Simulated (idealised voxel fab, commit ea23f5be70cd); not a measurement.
Documented hereafter: the process module known as voxel transistor to metal.
Cross-sectional view cut (width: 200 nm; square cell size: 5 nm).
How to read a cross-section here: the picture is a grid of square cells, written as bands going from the top down, and any band can span one or more rows of cells. Top height, bottom height, nm. Materials left to right, width each, nm. Single material + "edge to edge" = fills band edge to edge. "empty" = empty. It should be noted that heights are counted from 0, beneath which the wafer as supplied is of one material throughout, and that the lowest band possesses no lower boundary but continues downward, as written in "from 0 down". The notation "30 to 40" denotes a width that varies across the rows of cells in the band, beginning at the first number in the top row, finishing at the second number in the bottom row, and changing by an identical amount from each row to the next. The designation "changes: none", where it is given for a processing step, indicates that no cell of the cross-section was altered in the course of that step. "Closed internal voids" means: voids of 8 cells or more that are shut off from the top with no open way through. Written width x height at distance, distance from the left edge, in nm. Read whatever lies past the settings on a step's line as the simulator's own remark about the step. overlay nm, on a step with a mask: how far to the right of its planned place the mask lay; to the left if negative.
### Planned step list for the process
step 1: RECEIVE [material Si]
step 2: OXIDIZE [depth nm 5]
step 3: CONFORMAL_DEP [material SiN] [thk nm 15]
step 4: MASKED_ETCH [tone cover] [mask id ACTIVE] [width nm 105] [etch materials SiN] [depth nm 15] [overlay nm 0]
step 5: MASKED_ETCH [tone cover] [mask id ACTIVE] [width nm 105] [etch materials SiO2] [depth nm 5] [overlay nm 0]
step 6: MASKED_ETCH [tone cover] [mask id ACTIVE] [width nm 105] [etch materials Si] [depth nm 25] [overlay nm 0]
step 7: FILL_DEP [material SiO2] [thk nm 5]
step 8: CMP [height nm 15]
step 9: SELECTIVE_ETCH [etch materials SiO2] [depth nm 15]
step 10: STRIP [etch materials SiN]
step 11: SELECTIVE_ETCH [etch materials SiO2] [depth nm 5]
step 12: OXIDIZE [depth nm 5]
step 13: DIRECTIONAL_DEP [material polySi] [thk nm 20]
step 14: DIRECTIONAL_DEP [material SiCN] [thk nm 15]
step 15: PATTERN [tone cover] [mask id GATE] [material resist] [width nm 25] [thk nm 15] [overlay nm 0]
step 16: DIRECTIONAL_ETCH [etch materials SiCN] [depth nm 25]
step 17: DIRECTIONAL_ETCH [etch materials polySi] [depth nm 30]
step 18: STRIP [etch materials resist]
step 19: CONFORMAL_DEP [material SiN] [thk nm 10]
step 20: DIRECTIONAL_ETCH [etch materials SiN] [depth nm 10]
step 21: DIRECTIONAL_ETCH [etch materials SiO2] [depth nm 5]
step 22: DIRECTIONAL_ETCH [etch materials Si] [depth nm 5]
step 23: EPI [material pSi] [thk nm 5]
step 24: FILL_DEP [material SiO2] [thk nm 5]
step 25: CMP [height nm 15]
step 26: STRIP [etch materials polySi]
step 27: SELECTIVE_ETCH [etch materials SiO2] [depth nm 5]
step 28: CONFORMAL_DEP [material HfO2] [thk nm 5]
step 29: CONFORMAL_DEP [material TiN] [thk nm 5]
step 30: FILL_DEP [material W] [thk nm 10]
step 31: CMP [height nm 10]
step 32: DIRECTIONAL_DEP [material SiO2] [thk nm 15]
step 33: MASKED_ETCH [tone open] [mask id CONTACT] [width nm 15] [pitch nm 80] [etch materials SiO2] [depth nm 35] [overlay nm 0]
step 34: CONFORMAL_DEP [material TiN] [thk nm 5]
step 35: FILL_DEP [material W] [thk nm 10]
step 36: CMP [height nm 25]
step 37: CONFORMAL_DEP [material SiN] [thk nm 5]
step 38: DIRECTIONAL_DEP [material lowk] [thk nm 25]
step 39: DIRECTIONAL_DEP [material aC] [thk nm 10]
step 40: PATTERN [tone open] [mask id METAL_1] [material resist] [width nm 15] [pitch nm 80] [thk nm 30] [overlay nm 0]
step 41: DIRECTIONAL_ETCH [etch materials aC] [depth nm 10]
step 42: STRIP [etch materials resist]
step 43: DIRECTIONAL_ETCH [etch materials lowk] [depth nm 25]
step 44: DIRECTIONAL_ETCH [etch materials SiN] [depth nm 5]
step 45: STRIP [etch materials aC]
step 46: CONFORMAL_DEP [material TiN] [thk nm 5]
step 47: FILL_DEP [material Ru] [thk nm 5]
step 48: CMP [height nm 55]
step 49: CONFORMAL_DEP [material SiN] [thk nm 5]
### Cross-section of the wafer upon arrival, representing the state reached after step 1
- from 0 down = Si edge to edge
- Closed internal voids: none
### The first of two wafers, cross-sectioned at the end of the module, with the run proceeding as planned
- from 60 to 55 = SiN edge to edge
- from 55 to 30 = lowk 50, then TiN 5, then Ru 5, then TiN 5, then lowk 65, then TiN 5, then Ru 5, then TiN 5, then lowk 55
- from 30 to 25 = SiN 50, then TiN 15, then SiN 65, then TiN 15, then SiN 55
- from 25 to 10 = SiO2 50, then TiN 5, then W 5, then TiN 5, then SiO2 65, then TiN 5, then W 5, then TiN 5, then SiO2 55
- from 10 to 0 = SiO2 50, then TiN 5, then W 5, then TiN 5, then SiO2 10, then SiN 10, then HfO2 5, then TiN 5, then W 5, then TiN 5, then HfO2 5, then SiN 10, then SiO2 10, then TiN 5, then W 5, then TiN 5, then SiO2 55
- from 0 to -5 = SiO2 50, then TiN 5, then W 5, then TiN 5, then SiO2 10, then SiN 10, then HfO2 5, then TiN 15, then HfO2 5, then SiN 10, then SiO2 10, then TiN 5, then W 5, then TiN 5, then SiO2 55
- from -5 to -10 = SiO2 50, then TiN 15, then SiO2 5, then pSi 5, then SiO2 5, then HfO2 35, then SiO2 5, then pSi 5, then SiO2 5, then TiN 15, then SiO2 55
- from -10 to -15 = SiO2 45, then pSi 30, then Si 45, then pSi 30, then SiO2 50
- from -15 to -30 = SiO2 45, then Si 105, then SiO2 50
- from -30 down = Si edge to edge
- Closed internal voids: none
### Cross-section at end of module for the second wafer of two, which matched the first in starting point and plan and differed by one mistake in its processing
- from 60 to 55 = SiN edge to edge
- from 55 to 30 = lowk 50, then TiN 5, then Ru 5, then TiN 5, then lowk 65, then TiN 5, then Ru 5, then TiN 5, then lowk 55
- from 30 to 25 = SiN 50, then TiN 15, then SiN 65, then TiN 15, then SiN 55
- from 25 to 20 = SiO2 50, then TiN 15, then SiO2 65, then TiN 15, then SiO2 55
- from 20 to 15 = TiN 70, then HfO2 20, then TiN 5, then W 5, then TiN 5, then HfO2 20, then TiN 75
- from 15 to 10 = HfO2 75, then SiN 10, then HfO2 5, then TiN 5, then W 5, then TiN 5, then HfO2 5, then SiN 10, then HfO2 80
- from 10 to 0 = SiO2 75, then SiN 10, then HfO2 5, then TiN 5, then W 5, then TiN 5, then HfO2 5, then SiN 10, then SiO2 80
- from 0 to -5 = SiO2 75, then SiN 10, then HfO2 5, then TiN 15, then HfO2 5, then SiN 10, then SiO2 80
- from -5 to -10 = SiO2 70, then pSi 5, then SiO2 5, then HfO2 35, then SiO2 5, then pSi 5, then SiO2 75
- from -10 to -15 = SiO2 45, then pSi 30, then Si 45, then pSi 30, then SiO2 50
- from -15 to -30 = SiO2 45, then Si 105, then SiO2 50
- from -30 down = Si edge to edge
- Closed internal voids: none
Nonconformance to the process plan: it should be noted that step 31 was executed with settings other than those planned, the operation and settings actually applied being CMP [height nm 20]
The final cell counts differ between the wafers, with the second having more or fewer of some materials than the first: +41 HfO2 | +4 SiN | -44 SiO2 | +9 TiN | -10 W
